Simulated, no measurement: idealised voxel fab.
The process module that follows is named voxel gate over fins.
This is section cut - it's 255 nm across, gridded in 5 nm square cells.
In what follows, cross-sections appear as grids of square cells, described through bands that run from the top down, where every band is one or more rows of cells. Look at the band entry: it leads with the top's height and the bottom's height in nm. Then it lists the materials left to right, with a width in nm for each. The word "full width" on a single material says that material fills the band edge to edge. The word "empty" is empty space. Height 0 is the level under which the wafer as received is all one material. The lowest band goes on downwards, as in "from 0 down". When a width is written as two numbers, as in "30 to 40", the first number is the width in the top row of cells of the band and the second is the width in its bottom row, and the width changes by the same amount from each row to the next. "nothing got changed" after a step means that no cell of the cross-section changed. "Sealed voids" contains a list of empty spaces, each no smaller than 8 cells and without an open way to the top, written in the form width x height at distance with the distance from the left edge and all three in nm. On a step's line, text after the settings is the simulator commenting on that step. "overlay nm", when on a step's line for a step with a mask, measures how far to the right of its planned place the mask lay; a negative measure means to the left.

### Planned process steps
1,RECEIVE,material Si
2,CONFORMAL_DEP,material SiN,thk nm 5
3,MASKED_ETCH,tone cover,mask id FINS,width nm 15,pitch nm 55,etch materials SiN,depth nm 5,overlay nm 0
4,MASKED_ETCH,tone cover,mask id FINS,width nm 15,pitch nm 55,etch materials Si,depth nm 40,overlay nm 0
5,FILL_DEP,material SiO2,thk nm 5
6,CMP,height nm 5
7,PATTERN,tone open,mask id RAIL,material resist,width nm 15,thk nm 20,overlay nm 0
8,DIRECTIONAL_ETCH,etch materials SiO2,depth nm 40
9,STRIP,etch materials resist
10,CONFORMAL_DEP,material TiN,thk nm 5
11,FILL_DEP,material Ru,thk nm 5
12,CMP,height nm 5
13,SELECTIVE_ETCH,etch materials W Ru TiN,depth nm 25
14,FILL_DEP,material SiO2,thk nm 5
15,CMP,height nm 5
16,SELECTIVE_ETCH,etch materials SiO2,depth nm 15
17,STRIP,etch materials SiN
18,CONFORMAL_DEP,material HfO2,thk nm 5
19,CONFORMAL_DEP,material TiN,thk nm 5
20,CONFORMAL_DEP,material TiAl,thk nm 5
21,CONFORMAL_DEP,material TiN,thk nm 5
22,FILL_DEP,material W,thk nm 15
23,CMP,height nm 30
24,CONFORMAL_DEP,material SiN,thk nm 10

### Shown in cross-section is the wafer as received, that is, as it stands after step 1
	from 0 down: Si full width
	Sealed voids: none

### Wafer cross-section at end of module: start and plan as shown above, one execution error
	from 40 to 30: SiN full width
	from 30 to 20: W full width
	from 20 to 15: 15 W, then 220 TiN, then 20 W
	from 15 to 10: 15 W, then 5 TiN, then 45 TiAl, then 10 TiN, then 45 TiAl, then 10 TiN, then 45 TiAl, then 10 TiN, then 45 TiAl, then 5 TiN, then 20 W
	from 10 to 5: 20 TiN, then 5 TiAl, then 35 TiN, then 5 TiAl, then 10 TiN, then 5 TiAl, then 35 TiN, then 5 TiAl, then 10 TiN, then 5 TiAl, then 35 TiN, then 5 TiAl, then 10 TiN, then 5 TiAl, then 35 TiN, then 5 TiAl, then 25 TiN
	from 5 to 0: 25 TiAl, then 5 TiN, then 25 HfO2, then 5 TiN, then 20 TiAl, then 5 TiN, then 25 HfO2, then 5 TiN, then 20 TiAl, then 5 TiN, then 25 HfO2, then 5 TiN, then 20 TiAl, then 5 TiN, then 25 HfO2, then 5 TiN, then 30 TiAl
	from 0 to -5: 30 TiN, then 5 HfO2, then 15 Si, then 5 HfO2, then 30 TiN, then 5 HfO2, then 15 Si, then 5 HfO2, then 30 TiN, then 5 HfO2, then 15 Si, then 5 HfO2, then 30 TiN, then 5 HfO2, then 15 Si, then 5 HfO2, then 35 TiN
	from -5 to -10: 25 HfO2, then 5 TiN, then 5 HfO2, then 15 Si, then 5 HfO2, then 5 TiN, then 20 HfO2, then 5 TiN, then 5 HfO2, then 15 Si, then 5 HfO2, then 5 TiN, then 20 HfO2, then 5 TiN, then 5 HfO2, then 15 Si, then 5 HfO2, then 5 TiN, then 20 HfO2, then 5 TiN, then 5 HfO2, then 15 Si, then 5 HfO2, then 5 TiN, then 30 HfO2
	from -10 to -15: 20 SiO2, then 15 HfO2, then 15 Si, then 15 HfO2, then 10 SiO2, then 15 HfO2, then 15 Si, then 15 HfO2, then 10 SiO2, then 15 HfO2, then 15 Si, then 15 HfO2, then 10 SiO2, then 15 HfO2, then 15 Si, then 15 HfO2, then 25 SiO2
	from -15 to -20: 35 SiO2, then 15 Si, then 40 SiO2, then 15 Si, then 40 SiO2, then 15 Si, then 40 SiO2, then 15 Si, then 40 SiO2
	from -20 to -30: 35 SiO2, then 15 Si, then 10 SiO2, then 5 TiN, then 5 Ru, then 5 TiN, then 15 SiO2, then 15 Si, then 40 SiO2, then 15 Si, then 40 SiO2, then 15 Si, then 40 SiO2
	from -30 to -35: 35 SiO2, then 15 Si, then 10 SiO2, then 15 TiN, then 15 SiO2, then 15 Si, then 40 SiO2, then 15 Si, then 40 SiO2, then 15 Si, then 40 SiO2
	from -35 to -40: 35 SiO2, then 15 Si, then 40 SiO2, then 15 Si, then 40 SiO2, then 15 Si, then 40 SiO2, then 15 Si, then 40 SiO2
	from -40 down: Si full width
	Sealed voids: none
Deviation noted in wafer processing: swap of plan steps 16 and 17 during execution
